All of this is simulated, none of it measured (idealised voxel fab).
The name of this process module is voxel self aligned contacts.
Section shown: cut. Width: 230 nm. Cell size: 5 nm, square.
Bands, listed from the top down, are how a cross-section gets written in this document; the cross-section itself is a grid of square cells, and a band is one or more rows of them.
Per band: top height and bottom height in nm, followed by the left-to-right materials and their widths in nm; "edge to edge" marks a single material spanning edge to edge, "blank" marks empty space.
We count height from 0. Below that, the starting wafer is all one material. The lowest band never ends at the bottom but goes on down; see "from 0 down" for how that is written.
Per-row width for "30 to 40": begins at first number (top row of band), ends at second number (bottom row), increment between rows held constant.
Key: "no change" - step with no changed cell in the cross-section.
For the entry "Unvented cavities", the listed items are empty spaces with no open way to the top whose size is 8 cells or more; each item follows the pattern width x height at distance, where distance is from the left edge and all three are in nm.
If you see something after the settings on a step's line, that's the simulator's own remark about that step.
For masked steps, "overlay nm" on the step line gives how far right of plan the mask actually lay; a minus sign means it lay to the left.
Below is the list of planned process steps
| 1 | RECEIVE [material Si] |
| 2 | OXIDIZE [depth nm 5] |
| 3 | DIRECTIONAL_DEP [material polySi] [thk nm 30] |
| 4 | DIRECTIONAL_DEP [material SiN] [thk nm 20] |
| 5 | MASKED_ETCH [tone cover] [mask id GATE] [width nm 30] [pitch nm 75] [etch materials SiN] [depth nm 20] [overlay nm 0] |
| 6 | MASKED_ETCH [tone cover] [mask id GATE] [width nm 30] [pitch nm 75] [etch materials polySi] [depth nm 30] [overlay nm 0] |
| 7 | CONFORMAL_DEP [material SiN] [thk nm 10] |
| 8 | DIRECTIONAL_ETCH [etch materials SiN] [depth nm 10] |
| 9 | FILL_DEP [material SiO2] [thk nm 15] |
| 10 | CMP [height nm 55] |
| 11 | DIRECTIONAL_DEP [material aC] [thk nm 15] |
| 12 | PATTERN [tone open] [mask id CONTACT] [material resist] [width nm 55] [pitch nm 75] [thk nm 35] [overlay nm 0] |
| 13 | DIRECTIONAL_ETCH [etch materials aC] [depth nm 15] |
| 14 | STRIP [etch materials resist] |
| 15 | DIRECTIONAL_ETCH [etch materials SiO2] [depth nm 60] |
| 16 | STRIP [etch materials aC] |
| 17 | CONFORMAL_DEP [material TiN] [thk nm 5] |
| 18 | FILL_DEP [material Ru] [thk nm 5] |
| 19 | CMP [height nm 55] |
| 20 | CONFORMAL_DEP [material SiCN] [thk nm 5] |
First of two wafers - as planned
Cross-sectional view of the wafer in its as-received condition, corresponding to the state after step 1
> from 0 down  Si edge to edge
> Unvented cavities: none
So this is the wafer cross-section right after step 2
> from 0 to -5  SiO2 edge to edge
> Under -5: no change, same as before.
So this is the wafer cross-section right after step 3
> from 30 to 0  polySi edge to edge
> Under 0: no change, same as before.
So this is the wafer cross-section right after step 4
> from 50 to 30  SiN edge to edge
> Under 30: no change, same as before.
So this is the wafer cross-section right after step 5
> from 50 to 30  blank (25), SiN (30), blank (45), SiN (30), blank (45), SiN (30), blank (25)
> Under 30: no change, same as before.
So this is the wafer cross-section right after step 6
> from 50 to 30  blank (25), SiN (30), blank (45), SiN (30), blank (45), SiN (30), blank (25)
> from 30 to 0  blank (25), polySi (30), blank (45), polySi (30), blank (45), polySi (30), blank (25)
> Under 0: no change, same as before.
So this is the wafer cross-section right after step 7
> from 60 to 30  blank (15), SiN (50), blank (25), SiN (50), blank (25), SiN (50), blank (15)
> from 30 to 10  blank (15), SiN (10), polySi (30), SiN (10), blank (25), SiN (10), polySi (30), SiN (10), blank (25), SiN (10), polySi (30), SiN (10), blank (15)
> from 10 to 0  SiN (25), polySi (30), SiN (45), polySi (30), SiN (45), polySi (30), SiN (25)
> Under 0: no change, same as before.
So this is the wafer cross-section right after step 8
> from 50 to 30  blank (15), SiN (50), blank (25), SiN (50), blank (25), SiN (50), blank (15)
> from 30 to 0  blank (15), SiN (10), polySi (30), SiN (10), blank (25), SiN (10), polySi (30), SiN (10), blank (25), SiN (10), polySi (30), SiN (10), blank (15)
> Under 0: no change, same as before.
So this is the wafer cross-section right after step 9
> from 65 to 50  SiO2 edge to edge
> from 50 to 30  SiO2 (15), SiN (50), SiO2 (25), SiN (50), SiO2 (25), SiN (50), SiO2 (15)
> from 30 to 0  SiO2 (15), SiN (10), polySi (30), SiN (10), SiO2 (25), SiN (10), polySi (30), SiN (10), SiO2 (25), SiN (10), polySi (30), SiN (10), SiO2 (15)
> Under 0: no change, same as before.
So this is the wafer cross-section right after step 10
> from 55 to 50  SiO2 edge to edge
> Under 50: no change, same as before.
So this is the wafer cross-section right after step 11
> from 70 to 55  aC edge to edge
> Under 55: no change, same as before.
So this is the wafer cross-section right after step 12
> from 105 to 70  resist (50), blank (55), resist (20), blank (55), resist (50)
> Under 70: no change, same as before.
So this is the wafer cross-section right after step 13
> from 90 to 70  resist (50), blank (55), resist (20), blank (55), resist (50)
> from 70 to 55  aC (50), blank (55), aC (20), blank (55), aC (50)
> Under 55: no change, same as before.
So this is the wafer cross-section right after step 14
> from 70 to 55  aC (50), blank (55), aC (20), blank (55), aC (50)
> Under 55: no change, same as before.
So this is the wafer cross-section right after step 15
> from 70 to 55  aC (50), blank (55), aC (20), blank (55), aC (50)
> from 55 to 50  SiO2 (50), blank (55), SiO2 (20), blank (55), SiO2 (50)
> from 50 to 30  SiO2 (15), SiN (50), blank (25), SiN (50), blank (25), SiN (50), SiO2 (15)
> from 30 to 0  SiO2 (15), SiN (10), polySi (30), SiN (10), blank (25), SiN (10), polySi (30), SiN (10), blank (25), SiN (10), polySi (30), SiN (10), SiO2 (15)
> from 0 to -5  SiO2 (65), blank (25), SiO2 (50), blank (25), SiO2 (65)
> Under -5: no change, same as before.
So this is the wafer cross-section right after step 16
> from 55 to 50  SiO2 (50), blank (55), SiO2 (20), blank (55), SiO2 (50)
> Under 50: no change, same as before.
So this is the wafer cross-section right after step 17
> from 60 to 55  TiN (55), blank (45), TiN (30), blank (45), TiN (55)
> from 55 to 50  SiO2 (50), TiN (20), blank (15), TiN (20), SiO2 (20), TiN (20), blank (15), TiN (20), SiO2 (50)
> from 50 to 30  SiO2 (15), SiN (50), TiN (5), blank (15), TiN (5), SiN (50), TiN (5), blank (15), TiN (5), SiN (50), SiO2 (15)
> from 30 to 0  SiO2 (15), SiN (10), polySi (30), SiN (10), TiN (5), blank (15), TiN (5), SiN (10), polySi (30), SiN (10), TiN (5), blank (15), TiN (5), SiN (10), polySi (30), SiN (10), SiO2 (15)
> from 0 to -5  SiO2 (65), TiN (25), SiO2 (50), TiN (25), SiO2 (65)
> Under -5: no change, same as before.
So this is the wafer cross-section right after step 18
> from 65 to 60  Ru edge to edge
> from 60 to 55  TiN (55), Ru (45), TiN (30), Ru (45), TiN (55)
> from 55 to 50  SiO2 (50), TiN (20), Ru (15), TiN (20), SiO2 (20), TiN (20), Ru (15), TiN (20), SiO2 (50)
> from 50 to 30  SiO2 (15), SiN (50), TiN (5), Ru (15), TiN (5), SiN (50), TiN (5), Ru (15), TiN (5), SiN (50), SiO2 (15)
> from 30 to 0  SiO2 (15), SiN (10), polySi (30), SiN (10), TiN (5), Ru (15), TiN (5), SiN (10), polySi (30), SiN (10), TiN (5), Ru (15), TiN (5), SiN (10), polySi (30), SiN (10), SiO2 (15)
> Under 0: no change, same as before.
So this is the wafer cross-section right after step 19
> from 55 to 50  SiO2 (50), TiN (20), Ru (15), TiN (20), SiO2 (20), TiN (20), Ru (15), TiN (20), SiO2 (50)
> Under 50: no change, same as before.
So this is the wafer cross-section right after step 20
> from 60 to 55  SiCN edge to edge
> Under 55: no change, same as before.
Notes, second wafer: start = first wafer's, plan = first wafer's, execution had one mistake; history identical to first through step 1
Look at the second wafer in cross-section at the time step 2 ought to have finished
> from 30 to 0  polySi edge to edge
> Under 0: no change, same as before.
Look at the second wafer in cross-section at the time step 3 ought to have finished
> from 30 to 25  SiO2 edge to edge
> Under 25: no change, same as before.
Look at the second wafer in cross-section at the time step 4 ought to have finished
> from 50 to 30  SiN edge to edge
> Under 30: no change, same as before.
Look at the second wafer in cross-section at the time step 5 ought to have finished
> from 50 to 30  blank (25), SiN (30), blank (45), SiN (30), blank (45), SiN (30), blank (25)
> Under 30: no change, same as before.
Look at the second wafer in cross-section at the time step 6 ought to have finished: no change
Look at the second wafer in cross-section at the time step 7 ought to have finished
> from 60 to 40  blank (15), SiN (50), blank (25), SiN (50), blank (25), SiN (50), blank (15)
> from 40 to 30  SiN edge to edge
> Under 30: no change, same as before.
Look at the second wafer in cross-section at the time step 8 ought to have finished
> from 50 to 30  blank (15), SiN (50), blank (25), SiN (50), blank (25), SiN (50), blank (15)
> Under 30: no change, same as before.
Look at the second wafer in cross-section at the time step 9 ought to have finished
> from 65 to 50  SiO2 edge to edge
> from 50 to 30  SiO2 (15), SiN (50), SiO2 (25), SiN (50), SiO2 (25), SiN (50), SiO2 (15)
> Under 30: no change, same as before.
Look at the second wafer in cross-section at the time step 10 ought to have finished
> from 55 to 50  SiO2 edge to edge
> Under 50: no change, same as before.
Look at the second wafer in cross-section at the time step 11 ought to have finished
> from 70 to 55  aC edge to edge
> Under 55: no change, same as before.
Look at the second wafer in cross-section at the time step 12 ought to have finished
> from 105 to 70  resist (50), blank (55), resist (20), blank (55), resist (50)
> Under 70: no change, same as before.
Look at the second wafer in cross-section at the time step 13 ought to have finished
> from 90 to 70  resist (50), blank (55), resist (20), blank (55), resist (50)
> from 70 to 55  aC (50), blank (55), aC (20), blank (55), aC (50)
> Under 55: no change, same as before.
Look at the second wafer in cross-section at the time step 14 ought to have finished
> from 70 to 55  aC (50), blank (55), aC (20), blank (55), aC (50)
> Under 55: no change, same as before.
Look at the second wafer in cross-section at the time step 15 ought to have finished
> from 70 to 55  aC (50), blank (55), aC (20), blank (55), aC (50)
> from 55 to 50  SiO2 (50), blank (55), SiO2 (20), blank (55), SiO2 (50)
> from 50 to 30  SiO2 (15), SiN (50), blank (25), SiN (50), blank (25), SiN (50), SiO2 (15)
> from 30 to 25  SiO2 (65), blank (25), SiO2 (50), blank (25), SiO2 (65)
> Under 25: no change, same as before.
Look at the second wafer in cross-section at the time step 16 ought to have finished
> from 55 to 50  SiO2 (50), blank (55), SiO2 (20), blank (55), SiO2 (50)
> Under 50: no change, same as before.
Look at the second wafer in cross-section at the time step 17 ought to have finished
> from 60 to 55  TiN (55), blank (45), TiN (30), blank (45), TiN (55)
> from 55 to 50  SiO2 (50), TiN (20), blank (15), TiN (20), SiO2 (20), TiN (20), blank (15), TiN (20), SiO2 (50)
> from 50 to 30  SiO2 (15), SiN (50), TiN (5), blank (15), TiN (5), SiN (50), TiN (5), blank (15), TiN (5), SiN (50), SiO2 (15)
> from 30 to 25  SiO2 (65), TiN (25), SiO2 (50), TiN (25), SiO2 (65)
> Under 25: no change, same as before.
Look at the second wafer in cross-section at the time step 18 ought to have finished
> from 65 to 60  Ru edge to edge
> from 60 to 55  TiN (55), Ru (45), TiN (30), Ru (45), TiN (55)
> from 55 to 50  SiO2 (50), TiN (20), Ru (15), TiN (20), SiO2 (20), TiN (20), Ru (15), TiN (20), SiO2 (50)
> from 50 to 30  SiO2 (15), SiN (50), TiN (5), Ru (15), TiN (5), SiN (50), TiN (5), Ru (15), TiN (5), SiN (50), SiO2 (15)
> Under 30: no change, same as before.
Look at the second wafer in cross-section at the time step 19 ought to have finished
> from 55 to 50  SiO2 (50), TiN (20), Ru (15), TiN (20), SiO2 (20), TiN (20), Ru (15), TiN (20), SiO2 (50)
> Under 50: no change, same as before.
Look at the second wafer in cross-section at the time step 20 ought to have finished
> from 60 to 55  SiCN edge to edge
> Under 55: no change, same as before.
Against the plan, the run slipped here: the run placed steps 2 and 3 each in the position the plan gave to the other
FYI, end of process, the second wafer has more or fewer cells of some materials than the first: -36 Ru | +46 Si | -72 SiN | -36 SiO2 | -24 TiN | +122 polySi
